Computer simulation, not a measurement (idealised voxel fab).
The following process module bears the name voxel spacer lines.
Square cells of 5 nm make up the cross-section cut, whose width is 205 nm.
How to read a cross-section here: the picture is a grid of square cells, written as bands going from the top down, and any band can span one or more rows of cells.
What a band's entry tells you: where the top is and where the bottom is, as heights in nm, and after that what lies inside, material by material from left to right, each with its width in nm. Empty space is written as the word "empty", and a single material marked with the word "everywhere" occupies the band from edge to edge.
Basically, 0 is our baseline, since under it the wafer straight out of the box is all one material. The bottom band has no lower end and keeps on going down, so it looks like "0 and below".
It should be noted that a width expressed as "30..40" varies in equal increments from row to row of cells within the band, taking the value of the first number at the top row and that of the second number at the bottom row.
No cell of the cross-section changed in a step that is given as "remained the same".
Entry "Unvented voids". Content: empty spaces with no open connection to the top, size 8 cells or greater. Each: width x height at distance. Distance: from left edge. Unit: nm.
Note: text after step settings on the step line = simulator remark on that step.
A step line may carry the setting "overlay nm", which, for steps involving a mask, states the distance by which the mask lay to the right of its intended position; negative values denote displacement to the left.
## This section lists the process steps that were planned
| 1 | RECEIVE | material Si |
| 2 | CONFORMAL_DEP | material Al2O3 | thk nm 10 |
| 3 | DIRECTIONAL_DEP | material W | thk nm 15 |
| 4 | DIRECTIONAL_DEP | material aC | thk nm 20 |
| 5 | PATTERN | tone cover | mask id MANDREL | material resist | width nm 15 | pitch nm 50 | thk nm 25 | overlay nm 0 |
| 6 | DIRECTIONAL_ETCH | etch materials aC | depth nm 20 |
| 7 | STRIP | etch materials resist |
| 8 | CONFORMAL_DEP | material SiO2 | thk nm 10 |
| 9 | DIRECTIONAL_ETCH | etch materials SiO2 | depth nm 10 |
| 10 | STRIP | etch materials aC |
| 11 | DIRECTIONAL_ETCH | etch materials W | depth nm 15 |
| 12 | STRIP | etch materials SiO2 |
| 13 | FILL_DEP | material SiO2 | thk nm 10 |
| 14 | CMP | height nm 25 |
All wafers enter the flow in the same state. The width nm at step 5 differs from wafer to wafer, and the plan gives the value for the first wafer.
## First of several wafers, received after step 1, in cross-section
	0 and below | Si everywhere
	Unvented voids: none
## Here is how to read the rows: every wafer has a row, and it shows the wafer at the end of the module, giving for each material how many cells were gained (+) or lost (-) since the wafer was received, then listing its closed voids
width nm 15, +82 Al2O3, +99 SiO2, +24 W, Unvented voids: none
width nm 20, +82 Al2O3, +99 SiO2, +24 W, Unvented voids: none
width nm 25, +82 Al2O3, +99 SiO2, +24 W, Unvented voids: none
width nm 30, +82 Al2O3, +99 SiO2, +24 W, Unvented voids: none
